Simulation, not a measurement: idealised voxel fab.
process module | voxel fin reveal
cross-section cut | 240 nm wide | cells 5 nm
A cross-section is a grid of square cells, given in bands from the top down. A band is one or more rows of cells.
Each band's line starts with the height of the band's top and of its bottom, in nm. Then come its materials from left to right, each with its width in nm. One material with "throughout" fills the band from edge to edge. "air" is empty space.
Height 0 is the level under which the wafer as received is all one material. The lowest band goes on downwards, as in "0 down".
A width such as "30 to 40" changes by the same amount from each row of cells to the next, from the band's top row to its bottom row.
"no change" after a step means that no cell of the cross-section changed.
closed voids: empty space of 8 cells or more with no open way to the top, each as width x height at its distance from the left edge, in nm
after a step's settings: what the simulator itself notes on the step
overlay nm, on a step with a mask: how far to the right of its planned place the mask lay; to the left if negative
plan
1 op RECEIVE | material Si
2 op CONFORMAL_DEP | material SiN | thk nm 5
3 op DIRECTIONAL_DEP | material aC | thk nm 15
4 op PATTERN | tone cover | mask id FINS | material resist | width nm 15 | pitch nm 45 | thk nm 35 | overlay nm 0
5 op DIRECTIONAL_ETCH | etch materials aC | depth nm 15
6 op STRIP | etch materials resist
7 op DIRECTIONAL_ETCH | etch materials SiN | depth nm 5
8 op DIRECTIONAL_ETCH | etch materials Si | depth nm 35
9 op STRIP | etch materials aC
10 op FILL_DEP | material SiO2 | thk nm 15
11 op CMP | height nm 5
12 op SELECTIVE_ETCH | etch materials SiO2 | depth nm 30
13 op STRIP | etch materials SiN
14 op CONFORMAL_DEP | material HfO2 | thk nm 5
first wafer, as planned
as received, after step 1
  0 down: Si throughout
  closed voids: none
after step 2
  5 to 0: SiN throughout
  below 0: unchanged
after step 3
  20 to 5: aC throughout
  below 5: unchanged
after step 4
  55 to 20: air 65 | resist 15 | air 30 | resist 15 | air 30 | resist 15 | air 70
  below 20: unchanged
after step 5
  40 to 20: air 65 | resist 15 | air 30 | resist 15 | air 30 | resist 15 | air 70
  20 to 5: air 65 | aC 15 | air 30 | aC 15 | air 30 | aC 15 | air 70
  below 5: unchanged
after step 6
  20 to 5: air 65 | aC 15 | air 30 | aC 15 | air 30 | aC 15 | air 70
  below 5: unchanged
after step 7
  20 to 5: air 65 | aC 15 | air 30 | aC 15 | air 30 | aC 15 | air 70
  5 to 0: air 65 | SiN 15 | air 30 | SiN 15 | air 30 | SiN 15 | air 70
  below 0: unchanged
after step 8
  20 to 5: air 65 | aC 15 | air 30 | aC 15 | air 30 | aC 15 | air 70
  5 to 0: air 65 | SiN 15 | air 30 | SiN 15 | air 30 | SiN 15 | air 70
  0 to -35: air 65 | Si 15 | air 30 | Si 15 | air 30 | Si 15 | air 70
  below -35: unchanged
after step 9
  5 to 0: air 65 | SiN 15 | air 30 | SiN 15 | air 30 | SiN 15 | air 70
  below 0: unchanged
after step 10
  20 to 5: SiO2 throughout
  5 to 0: SiO2 65 | SiN 15 | SiO2 30 | SiN 15 | SiO2 30 | SiN 15 | SiO2 70
  0 to -35: SiO2 65 | Si 15 | SiO2 30 | Si 15 | SiO2 30 | Si 15 | SiO2 70
  below -35: unchanged
after step 11
  5 to 0: SiO2 65 | SiN 15 | SiO2 30 | SiN 15 | SiO2 30 | SiN 15 | SiO2 70
  below 0: unchanged
after step 12
  5 to 0: air 65 | SiN 15 | air 30 | SiN 15 | air 30 | SiN 15 | air 70
  0 to -25: air 65 | Si 15 | air 30 | Si 15 | air 30 | Si 15 | air 70
  below -25: unchanged
after step 13
  0 to -25: air 65 | Si 15 | air 30 | Si 15 | air 30 | Si 15 | air 70
  below -25: unchanged
after step 14
  5 to 0: air 60 | HfO2 25 | air 20 | HfO2 25 | air 20 | HfO2 25 | air 65
  0 to -20: air 60 | HfO2 5 | Si 15 | HfO2 5 | air 20 | HfO2 5 | Si 15 | HfO2 5 | air 20 | HfO2 5 | Si 15 | HfO2 5 | air 65
  -20 to -25: HfO2 65 | Si 15 | HfO2 30 | Si 15 | HfO2 30 | Si 15 | HfO2 70
  below -25: unchanged
second wafer: like start, like plan, one mistake. Through step 3 it matches the first wafer
when step 4 should have ended
  55 to 20: resist 65 | air 15 | resist 30 | air 15 | resist 30 | air 15 | resist 70
  below 20: unchanged
when step 5 should have ended
  40 to 20: resist 65 | air 15 | resist 30 | air 15 | resist 30 | air 15 | resist 70
  20 to 5: aC 65 | air 15 | aC 30 | air 15 | aC 30 | air 15 | aC 70
  below 5: unchanged
when step 6 should have ended
  20 to 5: aC 65 | air 15 | aC 30 | air 15 | aC 30 | air 15 | aC 70
  below 5: unchanged
when step 7 should have ended
  20 to 5: aC 65 | air 15 | aC 30 | air 15 | aC 30 | air 15 | aC 70
  5 to 0: SiN 65 | air 15 | SiN 30 | air 15 | SiN 30 | air 15 | SiN 70
  below 0: unchanged
when step 8 should have ended
  20 to 5: aC 65 | air 15 | aC 30 | air 15 | aC 30 | air 15 | aC 70
  5 to 0: SiN 65 | air 15 | SiN 30 | air 15 | SiN 30 | air 15 | SiN 70
  0 to -35: Si 65 | air 15 | Si 30 | air 15 | Si 30 | air 15 | Si 70
  below -35: unchanged
when step 9 should have ended
  5 to 0: SiN 65 | air 15 | SiN 30 | air 15 | SiN 30 | air 15 | SiN 70
  below 0: unchanged
when step 10 should have ended
  20 to 5: SiO2 throughout
  5 to 0: SiN 65 | SiO2 15 | SiN 30 | SiO2 15 | SiN 30 | SiO2 15 | SiN 70
  0 to -35: Si 65 | SiO2 15 | Si 30 | SiO2 15 | Si 30 | SiO2 15 | Si 70
  below -35: unchanged
when step 11 should have ended
  5 to 0: SiN 65 | SiO2 15 | SiN 30 | SiO2 15 | SiN 30 | SiO2 15 | SiN 70
  below 0: unchanged
when step 12 should have ended
  5 to 0: SiN 65 | air 15 | SiN 30 | air 15 | SiN 30 | air 15 | SiN 70
  0 to -25: Si 65 | air 15 | Si 30 | air 15 | Si 30 | air 15 | Si 70
  below -25: unchanged
when step 13 should have ended
  0 to -25: Si 65 | air 15 | Si 30 | air 15 | Si 30 | air 15 | Si 70
  below -25: unchanged
when step 14 should have ended
  5 to 0: HfO2 70 | air 5 | HfO2 40 | air 5 | HfO2 40 | air 5 | HfO2 75
  0 to -20: Si 65 | HfO2 5 | air 5 | HfO2 5 | Si 30 | HfO2 5 | air 5 | HfO2 5 | Si 30 | HfO2 5 | air 5 | HfO2 5 | Si 70
  -20 to -25: Si 65 | HfO2 15 | Si 30 | HfO2 15 | Si 30 | HfO2 15 | Si 70
  below -25: unchanged
what went wrong: step 4 ran as: op PATTERN | tone open | mask id FINS | material resist | width nm 15 | pitch nm 45 | thk nm 35 | overlay nm 0
at the end the second wafer has, in cells: 210 more of Si | 60 fewer of SiO2
